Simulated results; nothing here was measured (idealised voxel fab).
This is a process module. Its name is voxel self aligned vias.
Shown is cross-section cut, with a width of 230 nm and square cells of size 5 nm.
Think of the cross-section as a grid of square cells. We describe it in bands, top to bottom, and each band covers one or more rows of those cells.
Heights first: top, then bottom, in nm. Then materials, left to right, each with a width in nm. "edge to edge" on a single material: fills the band edge to edge. "blank": empty space.
Height reference: 0 = level under which incoming wafer is all one material. Lowest band: no bottom, runs on downward, e.g. "0..down".
Per-row width for "30->40": begins at first number (top row of band), ends at second number (bottom row), increment between rows held constant.
"stayed the same" after a step means that no cell of the cross-section changed.
You'll see "Cavities, closed" listing empty spaces that have no way open to the top, as long as they're 8 cells or more; the notation is width x height at distance, where the distance is from the left edge, and all of it is in nm.
On each step's line, the part that comes after the settings is the simulator's own comment on the step.
overlay nm: mask right of planned place by this much (step with mask). Neg. = left.

The following list gives the planned process steps:
1 RECEIVE [material Si]
2 CONFORMAL_DEP [material SiO2] [thk nm 15]
3 CONFORMAL_DEP [material SiCN] [thk nm 5]
4 DIRECTIONAL_DEP [material SiO2] [thk nm 30]
5 MASKED_ETCH [tone open] [mask id LINES] [width nm 30] [pitch nm 65] [etch materials SiO2] [depth nm 30] [overlay nm 0]
6 CONFORMAL_DEP [material TiN] [thk nm 5]
7 FILL_DEP [material Ru] [thk nm 5]
8 CMP [height nm 50]
9 SELECTIVE_ETCH [etch materials W Ru TiN] [depth nm 10]
10 FILL_DEP [material SiN] [thk nm 5]
11 CMP [height nm 50]
12 DIRECTIONAL_DEP [material SiO2] [thk nm 20]
13 MASKED_ETCH [tone open] [mask id VIAS] [width nm 40] [pitch nm 130] [etch materials SiO2] [depth nm 20] [overlay nm 0]
14 MASKED_ETCH [tone open] [mask id VIAS] [width nm 40] [pitch nm 130] [etch materials SiN] [depth nm 10] [overlay nm -15]
15 CONFORMAL_DEP [material TiN] [thk nm 5]
16 FILL_DEP [material Ru] [thk nm 5]
17 CMP [height nm 70]
18 CONFORMAL_DEP [material SiN] [thk nm 5]
The wafers are alike at the start. At step 14, their overlay nm differs. The plan lists the first wafer's value.

first wafer as received, after step 1:
0..down: Si edge to edge
Cavities, closed: none

The following table contains a row per wafer, in which are reported, at the conclusion of the module, the cells of each material gained (+) or lost (-) since the wafer's receipt, with its closed voids given thereafter:
overlay nm -15; +80 Ru; +46 SiCN; +66 SiN; +426 SiO2; +72 TiN; Cavities, closed: none
overlay nm -10; +84 Ru; +46 SiCN; +62 SiN; +426 SiO2; +72 TiN; Cavities, closed: none
overlay nm -5; +88 Ru; +46 SiCN; +58 SiN; +426 SiO2; +72 TiN; Cavities, closed: none
overlay nm 0; +88 Ru; +46 SiCN; +58 SiN; +426 SiO2; +72 TiN; Cavities, closed: none
overlay nm 5; +88 Ru; +46 SiCN; +58 SiN; +426 SiO2; +72 TiN; Cavities, closed: none
overlay nm 10; +84 Ru; +46 SiCN; +62 SiN; +426 SiO2; +72 TiN; Cavities, closed: none
overlay nm 15; +80 Ru; +46 SiCN; +66 SiN; +426 SiO2; +72 TiN; Cavities, closed: none
